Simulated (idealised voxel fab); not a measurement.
process module | voxel capacitor over wiring
cross-section cut | 245 nm wide | cells 5 nm
A cross-section is a grid of square cells, given in bands from the top down. A band is one or more rows of cells.
Each band's line starts with the height of the band's top and of its bottom, in nm. Then come its materials from left to right, each with its width in nm. One material with "throughout" fills the band from edge to edge. "air" is empty space.
Height 0 is the level under which the wafer as received is all one material. The lowest band goes on downwards, as in "0 down".
A width such as "30 to 40" changes by the same amount from each row of cells to the next, from the band's top row to its bottom row.
"no change" after a step means that no cell of the cross-section changed.
closed voids: empty space of 8 cells or more with no open way to the top, each as width x height at its distance from the left edge, in nm
after a step's settings: what the simulator itself notes on the step
overlay nm, on a step with a mask: how far to the right of its planned place the mask lay; to the left if negative
plan
1 op RECEIVE | material Si
2 op CONFORMAL_DEP | material SiO2 | thk nm 15
3 op CONFORMAL_DEP | material SiN | thk nm 5
4 op DIRECTIONAL_DEP | material SiO2 | thk nm 15
5 op MASKED_ETCH | tone open | mask id METAL_1 | width nm 30 | pitch nm 100 | etch materials SiO2 | depth nm 15 | overlay nm 0
6 op MASKED_ETCH | tone open | mask id METAL_1 | width nm 30 | pitch nm 100 | etch materials SiN | depth nm 5 | overlay nm 0
7 op CONFORMAL_DEP | material TiN | thk nm 5
8 op FILL_DEP | material W | thk nm 10
9 op CMP | height nm 35
10 op EPI | material Ru | thk nm 5
11 op FILL_DEP | material SiCN | thk nm 5
12 op DIRECTIONAL_DEP | material SiO2 | thk nm 20
13 op DIRECTIONAL_DEP | material aC | thk nm 15
14 op PATTERN | tone open | mask id PLUG_1 | material resist | width nm 15 | thk nm 35 | overlay nm 0
15 op DIRECTIONAL_ETCH | etch materials aC | depth nm 15
16 op STRIP | etch materials resist
17 op DIRECTIONAL_ETCH | etch materials SiO2 | depth nm 20
18 op DIRECTIONAL_ETCH | etch materials SiCN | depth nm 5
19 op STRIP | etch materials aC
20 op CONFORMAL_DEP | material TiN | thk nm 5
21 op FILL_DEP | material Ru | thk nm 5
22 op CMP | height nm 65
23 op DIRECTIONAL_DEP | material TiN | thk nm 5
24 op DIRECTIONAL_DEP | material SiN | thk nm 5
25 op DIRECTIONAL_DEP | material TiN | thk nm 5
26 op DIRECTIONAL_DEP | material aC | thk nm 15
27 op PATTERN | tone cover | mask id UPPER_PLATE | material resist | width nm 75 | thk nm 30 | overlay nm 0
28 op DIRECTIONAL_ETCH | etch materials aC | depth nm 15
29 op STRIP | etch materials resist
30 op DIRECTIONAL_ETCH | etch materials TiN | depth nm 5
31 op DIRECTIONAL_ETCH | etch materials SiN | depth nm 5
32 op STRIP | etch materials aC
33 op DIRECTIONAL_DEP | material aC | thk nm 15
34 op PATTERN | tone cover | mask id LOWER_PLATE | material resist | width nm 85 | thk nm 30 | overlay nm 0
35 op DIRECTIONAL_ETCH | etch materials aC | depth nm 15
36 op STRIP | etch materials resist
37 op DIRECTIONAL_ETCH | etch materials TiN | depth nm 5
38 op STRIP | etch materials aC
39 op FILL_DEP | material SiO2 | thk nm 20
40 op CMP | height nm 95
41 op PATTERN | tone open | mask id PLUG_2 | material resist | width nm 15 | thk nm 20 | overlay nm 0
42 op DIRECTIONAL_ETCH | etch materials SiO2 | depth nm 15
43 op STRIP | etch materials resist
44 op CONFORMAL_DEP | material TiN | thk nm 5
45 op FILL_DEP | material Ru | thk nm 10
46 op CMP | height nm 95
47 op CONFORMAL_DEP | material SiN | thk nm 5
as received, after step 1
  0 down: Si throughout
  closed voids: none
a wafer at the end: this start, this plan, one mistake
  100 to 95: SiN throughout
  95 to 85: SiO2 80 | TiN 5 | Ru 5 | TiN 5 | SiO2 150
  85 to 75: SiO2 80 to 70 | TiN 15 to 75 | SiO2 150 to 100
  75 to 70: SiO2 throughout
  70 to 65: TiN throughout
  65 to 45: SiO2 70 | TiN 5 | Ru 5 | TiN 5 | SiO2 160
  45 to 40: SiCN 70 | TiN 15 | SiCN 160
  40 to 35: SiCN 50 | Ru 40 | SiCN 60 | Ru 40 | SiCN 55
  35 to 20: SiO2 55 | TiN 5 | W 20 | TiN 5 | SiO2 70 | TiN 5 | W 20 | TiN 5 | SiO2 60
  20 to 15: SiN 55 | TiN 30 | SiN 70 | TiN 30 | SiN 60
  15 to 0: SiO2 throughout
  0 down: Si throughout
  closed voids: none
what went wrong: step 24 ran as: op DIRECTIONAL_DEP | material SiO2 | thk nm 5
